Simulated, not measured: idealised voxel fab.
process module | voxel capacitor over wiring
cross-section cut | 225 nm wide | cells 5 nm
A cross-section is a grid of square cells, given in bands from the top down. A band is one or more rows of cells.
Each band's line starts with the height of the band's top and of its bottom, in nm. Then come its materials from left to right, each with its width in nm. One material with "throughout" fills the band from edge to edge. "air" is empty space.
Height 0 is the level under which the wafer as received is all one material. The lowest band goes on downwards, as in "0 down".
A width such as "30 to 40" changes by the same amount from each row of cells to the next, from the band's top row to its bottom row.
"no change" after a step means that no cell of the cross-section changed.
closed voids: empty space of 8 cells or more with no open way to the top, each as width x height at its distance from the left edge, in nm
after a step's settings: what the simulator itself notes on the step
overlay nm, on a step with a mask: how far to the right of its planned place the mask lay; to the left if negative
plan
1 op RECEIVE | material Si
2 op CONFORMAL_DEP | material SiO2 | thk nm 10
3 op CONFORMAL_DEP | material SiN | thk nm 5
4 op DIRECTIONAL_DEP | material SiO2 | thk nm 20
5 op DIRECTIONAL_DEP | material aC | thk nm 15
6 op PATTERN | tone open | mask id METAL_1 | material resist | width nm 25 | pitch nm 85 | thk nm 35 | overlay nm 0
7 op DIRECTIONAL_ETCH | etch materials aC | depth nm 15
8 op STRIP | etch materials resist
9 op DIRECTIONAL_ETCH | etch materials SiO2 | depth nm 20
10 op DIRECTIONAL_ETCH | etch materials SiN | depth nm 5
11 op STRIP | etch materials aC
12 op CONFORMAL_DEP | material TiN | thk nm 5
13 op FILL_DEP | material Cu | thk nm 10
14 op CMP | height nm 35
15 op CONFORMAL_DEP | material SiCN | thk nm 5
16 op DIRECTIONAL_DEP | material lowk | thk nm 20
17 op MASKED_ETCH | tone open | mask id PLUG_1 | width nm 15 | etch materials lowk | depth nm 20 | overlay nm 0
18 op MASKED_ETCH | tone open | mask id PLUG_1 | width nm 15 | etch materials SiCN | depth nm 5 | overlay nm 0
19 op CONFORMAL_DEP | material TiN | thk nm 5
20 op FILL_DEP | material W | thk nm 5
21 op CMP | height nm 60
22 op DIRECTIONAL_DEP | material TiN | thk nm 10
23 op DIRECTIONAL_DEP | material SiN | thk nm 5
24 op DIRECTIONAL_DEP | material TiN | thk nm 10
25 op PATTERN | tone cover | mask id UPPER_PLATE | material resist | width nm 65 | thk nm 20 | overlay nm 0
26 op DIRECTIONAL_ETCH | etch materials TiN | depth nm 10
27 op DIRECTIONAL_ETCH | etch materials SiN | depth nm 5
28 op STRIP | etch materials resist
29 op MASKED_ETCH | tone cover | mask id LOWER_PLATE | width nm 75 | etch materials TiN | depth nm 10 | overlay nm 0
30 op FILL_DEP | material SiO2 | thk nm 15
31 op CMP | height nm 95
32 op DIRECTIONAL_DEP | material aC | thk nm 10
33 op PATTERN | tone open | mask id PLUG_2 | material resist | width nm 15 | thk nm 25 | overlay nm 0
34 op DIRECTIONAL_ETCH | etch materials aC | depth nm 10
35 op STRIP | etch materials resist
36 op DIRECTIONAL_ETCH | etch materials SiO2 | depth nm 10
37 op STRIP | etch materials aC
38 op CONFORMAL_DEP | material TiN | thk nm 5
39 op FILL_DEP | material Cu | thk nm 10
40 op CMP | height nm 95
41 op CONFORMAL_DEP | material SiCN | thk nm 5
as received, after step 1
  0 down: Si throughout
  closed voids: none
first wafer at the end, as planned
  100 to 95: SiCN throughout
  95 to 90: SiO2 75 | TiN 5 | Cu 5 | TiN 5 | SiO2 135
  90 to 85: SiO2 75 | TiN 15 | SiO2 135
  85 to 75: SiO2 65 | TiN 65 | SiO2 95
  75 to 70: SiO2 65 | SiN 65 | SiO2 95
  70 to 60: SiO2 60 | TiN 75 | SiO2 90
  60 to 40: lowk 65 | TiN 5 | W 5 | TiN 5 | lowk 145
  40 to 35: SiCN 65 | TiN 15 | SiCN 145
  35 to 15: SiO2 55 | TiN 5 | Cu 15 | TiN 5 | SiO2 60 | TiN 5 | Cu 15 | TiN 5 | SiO2 60
  15 to 10: SiN 55 | TiN 25 | SiN 60 | TiN 25 | SiN 60
  10 to 0: SiO2 throughout
  0 down: Si throughout
  closed voids: none
second wafer at the end: like start, like plan, one mistake
  100 to 95: SiCN throughout
  95 to 90: SiO2 75 | TiN 5 | Cu 5 | TiN 5 | SiO2 135
  90 to 85: SiO2 75 | TiN 15 | SiO2 135
  85 to 75: SiO2 65 | TiN 65 | SiO2 95
  75 to 70: SiO2 65 | SiN 65 | SiO2 95
  70 to 60: SiO2 65 | TiN 75 | SiO2 85
  60 to 40: lowk 65 | TiN 5 | W 5 | TiN 5 | lowk 145
  40 to 35: SiCN 65 | TiN 15 | SiCN 145
  35 to 15: SiO2 55 | TiN 5 | Cu 15 | TiN 5 | SiO2 60 | TiN 5 | Cu 15 | TiN 5 | SiO2 60
  15 to 10: SiN 55 | TiN 25 | SiN 60 | TiN 25 | SiN 60
  10 to 0: SiO2 throughout
  0 down: Si throughout
  closed voids: none
what went wrong: step 29 ran as: op MASKED_ETCH | tone cover | mask id LOWER_PLATE | width nm 75 | etch materials TiN | depth nm 10 | overlay nm 5
at the end the second wafer has, in cells: as many of each material as the first, in other places
